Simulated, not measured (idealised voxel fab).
Module name: voxel self aligned vias (process module)
Each square cell in cross-section cut measures 5 nm, and the section as a whole is 170 nm wide.
Cross-section spec: square-cell grid; bands listed top down; each band is one or more rows. Read a band's entry like this: the first values are the height of its top and the height of its bottom in nm, and what follows is the sequence of materials from left to right, each with its width in nm. Note that "empty" is empty space, and that a single material marked "full width" reaches across the band from edge to edge. Basically, 0 is our baseline, since under it the wafer straight out of the box is all one material. The bottom band has no lower end and keeps on going down, so it looks like "top 0, no bottom". The notation "30->40" denotes a width that varies across the rows of cells in the band, beginning at the first number in the top row, finishing at the second number in the bottom row, and changing by an identical amount from each row to the next. Take "remained unchanged" at face value: in the step it is given for, the cross-section changed in none of its cells. Empty spaces counting at least 8 cells and having no open way to the top are listed in "Enclosed voids". The notation width x height at distance is used for each, the distance being from the left edge and all three values in nm. The remark found on a step's line after its settings is issued by the simulator itself and pertains to that step. What "overlay nm" on a step's line means: if the step has a mask, that mask lay this far to the right of its planned place, or, when the value is negative, to the left.
### The following list gives the planned process steps
- 1: RECEIVE, material Si
- 2: CONFORMAL_DEP, material SiO2, thk nm 15
- 3: CONFORMAL_DEP, material SiCN, thk nm 5
- 4: DIRECTIONAL_DEP, material lowk, thk nm 30
- 5: MASKED_ETCH, tone open, mask id LINES, width nm 20, pitch nm 50, etch materials lowk, depth nm 30, overlay nm 0
- 6: CONFORMAL_DEP, material TiN, thk nm 5
- 7: FILL_DEP, material Ru, thk nm 10
- 8: CMP, height nm 50
- 9: SELECTIVE_ETCH, etch materials W Ru TiN, depth nm 5
- 10: FILL_DEP, material SiN, thk nm 10
- 11: CMP, height nm 50
- 12: DIRECTIONAL_DEP, material lowk, thk nm 15
- 13: MASKED_ETCH, tone open, mask id VIAS, width nm 20, pitch nm 50, etch materials lowk, depth nm 15, overlay nm 0
- 14: MASKED_ETCH, tone open, mask id VIAS, width nm 30, pitch nm 50, etch materials SiN, depth nm 5, overlay nm 0
- 15: CONFORMAL_DEP, material TiN, thk nm 5
- 16: FILL_DEP, material Cu, thk nm 5
- 17: CMP, height nm 65
- 18: CONFORMAL_DEP, material SiN, thk nm 5
Split variable: width nm, step 13. Plan value = first wafer. Wafers start alike.
### First wafer of several, as received: cross-section after step 1
> top 0, no bottom: Si full width
> Enclosed voids: none
### Shown in cross-section: the first of several wafers at the end of the module, after its last step, step 18
> top 70, bottom 65: SiN full width
> top 65, bottom 50: lowk 50, then TiN 5, then Cu 10, then TiN 5, then lowk 30, then TiN 5, then Cu 10, then TiN 5, then lowk 50
> top 50, bottom 45: lowk 50, then TiN 20, then lowk 30, then TiN 20, then lowk 50
> top 45, bottom 25: lowk 50, then TiN 5, then Ru 10, then TiN 5, then lowk 30, then TiN 5, then Ru 10, then TiN 5, then lowk 50
> top 25, bottom 20: lowk 50, then TiN 20, then lowk 30, then TiN 20, then lowk 50
> top 20, bottom 15: SiCN full width
> top 15, bottom 0: SiO2 full width
> top 0, no bottom: Si full width
> Enclosed voids: none
### Cross-section, last wafer, module completion
> top 70, bottom 65: SiN full width
> top 65, bottom 55: lowk 45, then TiN 5, then Cu 25, then TiN 5, then lowk 15, then TiN 5, then Cu 25, then TiN 5, then lowk 40
> top 55, bottom 50: lowk 45, then TiN 10, then Cu 10, then TiN 15, then lowk 15, then TiN 10, then Cu 10, then TiN 15, then lowk 40
> top 50, bottom 45: lowk 50, then TiN 20, then lowk 30, then TiN 20, then lowk 50
> top 45, bottom 25: lowk 50, then TiN 5, then Ru 10, then TiN 5, then lowk 30, then TiN 5, then Ru 10, then TiN 5, then lowk 50
> top 25, bottom 20: lowk 50, then TiN 20, then lowk 30, then TiN 20, then lowk 50
> top 20, bottom 15: SiCN full width
> top 15, bottom 0: SiO2 full width
> top 0, no bottom: Si full width
> Enclosed voids: none
### Table: wafers, a row each; end-of-module cell change per material since receipt, gain (+), loss (-); then closed voids
width nm 20 | +12 Cu | +16 Ru | +34 SiCN | +34 SiN | +102 SiO2 | +44 TiN | +234 lowk | Enclosed voids: none
width nm 25 | +16 Cu | +16 Ru | +34 SiCN | +34 SiN | +102 SiO2 | +46 TiN | +228 lowk | Enclosed voids: none
width nm 30 | +20 Cu | +16 Ru | +34 SiCN | +34 SiN | +102 SiO2 | +48 TiN | +222 lowk | Enclosed voids: none
width nm 35 | +24 Cu | +16 Ru | +34 SiCN | +34 SiN | +102 SiO2 | +50 TiN | +216 lowk | Enclosed voids: none
